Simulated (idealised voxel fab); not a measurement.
process module | voxel self aligned vias
cross-section cut | 280 nm wide | cells 5 nm
A cross-section is a grid of square cells, given in bands from the top down. A band is one or more rows of cells.
Each band's line starts with the height of the band's top and of its bottom, in nm. Then come its materials from left to right, each with its width in nm. One material with "throughout" fills the band from edge to edge. "air" is empty space.
Height 0 is the level under which the wafer as received is all one material. The lowest band goes on downwards, as in "0 down".
A width such as "30 to 40" changes by the same amount from each row of cells to the next, from the band's top row to its bottom row.
"no change" after a step means that no cell of the cross-section changed.
closed voids: empty space of 8 cells or more with no open way to the top, each as width x height at its distance from the left edge, in nm
after a step's settings: what the simulator itself notes on the step
overlay nm, on a step with a mask: how far to the right of its planned place the mask lay; to the left if negative
plan
1 op RECEIVE | material Si
2 op CONFORMAL_DEP | material SiO2 | thk nm 15
3 op CONFORMAL_DEP | material SiCN | thk nm 5
4 op DIRECTIONAL_DEP | material SiO2 | thk nm 30
5 op PATTERN | tone open | mask id LINES | material resist | width nm 30 | pitch nm 70 | thk nm 20 | overlay nm 0
6 op DIRECTIONAL_ETCH | etch materials SiO2 | depth nm 30
7 op STRIP | etch materials resist
8 op CONFORMAL_DEP | material TiN | thk nm 5
9 op FILL_DEP | material Ru | thk nm 5
10 op CMP | height nm 50
11 op SELECTIVE_ETCH | etch materials W Ru TiN | depth nm 10
12 op FILL_DEP | material SiN | thk nm 5
13 op CMP | height nm 50
14 op DIRECTIONAL_DEP | material SiO2 | thk nm 15
15 op MASKED_ETCH | tone open | mask id VIAS | width nm 50 | pitch nm 70 | etch materials SiO2 | depth nm 15 | overlay nm 0
16 op MASKED_ETCH | tone open | mask id VIAS | width nm 50 | pitch nm 70 | etch materials SiN | depth nm 10 | overlay nm 0
17 op CONFORMAL_DEP | material TiN | thk nm 5
18 op FILL_DEP | material Ru | thk nm 5
19 op CMP | height nm 65
20 op CONFORMAL_DEP | material SiN | thk nm 5
as received, after step 1
  0 down: Si throughout
  closed voids: none
a wafer at the end: this start, this plan, one mistake
  70 to 65: SiN throughout
  65 to 55: Ru 40 | TiN 5 | SiO2 50 | TiN 5 | Ru 10 | TiN 5 | SiO2 50 | TiN 5 | Ru 10 | TiN 5 | SiO2 50 | TiN 5 | Ru 40
  55 to 50: TiN 45 | SiO2 50 | TiN 20 | SiO2 50 | TiN 20 | SiO2 50 | TiN 45
  50 to 40: SiO2 55 | SiN 30 | SiO2 40 | SiN 30 | SiO2 40 | SiN 30 | SiO2 55
  40 to 25: SiO2 55 | TiN 5 | Ru 20 | TiN 5 | SiO2 40 | TiN 5 | Ru 20 | TiN 5 | SiO2 40 | TiN 5 | Ru 20 | TiN 5 | SiO2 55
  25 to 20: SiO2 55 | TiN 30 | SiO2 40 | TiN 30 | SiO2 40 | TiN 30 | SiO2 55
  20 to 15: SiCN throughout
  15 to 0: SiO2 throughout
  0 down: Si throughout
  closed voids: none
what went wrong: step 15 ran as: op MASKED_ETCH | tone cover | mask id VIAS | width nm 50 | pitch nm 70 | etch materials SiO2 | depth nm 15 | overlay nm 0
